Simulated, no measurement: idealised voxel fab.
The process module that follows is named voxel gate over fins.
We display cut, a cross-section 200 nm in width whose square cells are each 5 nm.
Format of a cross-section: grid, square cells. Given as bands. Order: top down. Band: one or more rows of cells.
Heights first: top, then bottom, in nm. Then materials, left to right, each with a width in nm. "throughout" on a single material: fills the band edge to edge. "blank": empty space.
It should be noted that heights are counted from 0, beneath which the wafer as supplied is of one material throughout, and that the lowest band possesses no lower boundary but continues downward, as written in "0 nm and below".
A two-number width, for instance "30..40", indicates that the width is equal to the first number in the top row of the band and to the second number in the bottom row, and that it changes by a constant amount per row of cells.
"no modifications" (step): cross-section cells unchanged, all of them.
"Cavities, sealed" enumerates empty spaces isolated from the top, with no open way to it, that contain at least 8 cells, giving each as width x height at distance from the left edge, all three in nm.
Text after the settings on a step's line: the simulator's own remark on that step.
overlay nm: how far to the right of its planned place the mask lay on this masked step (negative: to the left).

Here's what the planned process steps look like:
1: RECEIVE [material Si]
2: CONFORMAL_DEP [material SiN] [thk nm 10]
3: PATTERN [tone cover] [mask id FINS] [material resist] [width nm 15] [pitch nm 35] [thk nm 15] [overlay nm 0]
4: DIRECTIONAL_ETCH [etch materials SiN] [depth nm 10]
5: DIRECTIONAL_ETCH [etch materials Si] [depth nm 40]
6: STRIP [etch materials resist]
7: OXIDIZE [depth nm 5]
8: FILL_DEP [material SiO2] [thk nm 5]
9: CMP [height nm 10]
10: SELECTIVE_ETCH [etch materials SiO2] [depth nm 20]
11: STRIP [etch materials SiN]
12: CONFORMAL_DEP [material HfO2] [thk nm 5]
13: CONFORMAL_DEP [material TiN] [thk nm 5]
14: FILL_DEP [material W] [thk nm 15]
15: CMP [height nm 20]
16: CONFORMAL_DEP [material SiCN] [thk nm 10]

Cross-section: wafer on arrival = after step 1:
> 0 nm and below  Si throughout
> Cavities, sealed: none

Figure: cross-sectional view of the wafer upon completion of the module, processed from the initial state and according to the plan depicted above, with one error introduced during execution:
> 30 nm to 20 nm  SiCN throughout
> 20 nm to 10 nm  W throughout
> 10 nm to 5 nm  TiN: 80, then W: 5, then TiN: 30, then W: 5, then TiN: 80
> 5 nm to 0 nm  HfO2: 75, then TiN: 5, then W: 5, then TiN: 5, then HfO2: 20, then TiN: 5, then W: 5, then TiN: 5, then HfO2: 75
> 0 nm to -5 nm  Si: 70, then HfO2: 5, then TiN: 15, then HfO2: 5, then Si: 10, then HfO2: 5, then TiN: 15, then HfO2: 5, then Si: 70
> -5 nm to -10 nm  Si: 70, then HfO2: 25, then Si: 10, then HfO2: 25, then Si: 70
> -10 nm to -45 nm  Si: 70, then SiO2: 25, then Si: 10, then SiO2: 25, then Si: 70
> -45 nm and below  Si throughout
> Cavities, sealed: none
Finding, execution versus plan: step 3 did not happen as planned, as run it was PATTERN [tone open] [mask id FINS] [material resist] [width nm 15] [pitch nm 35] [thk nm 15] [overlay nm 0]
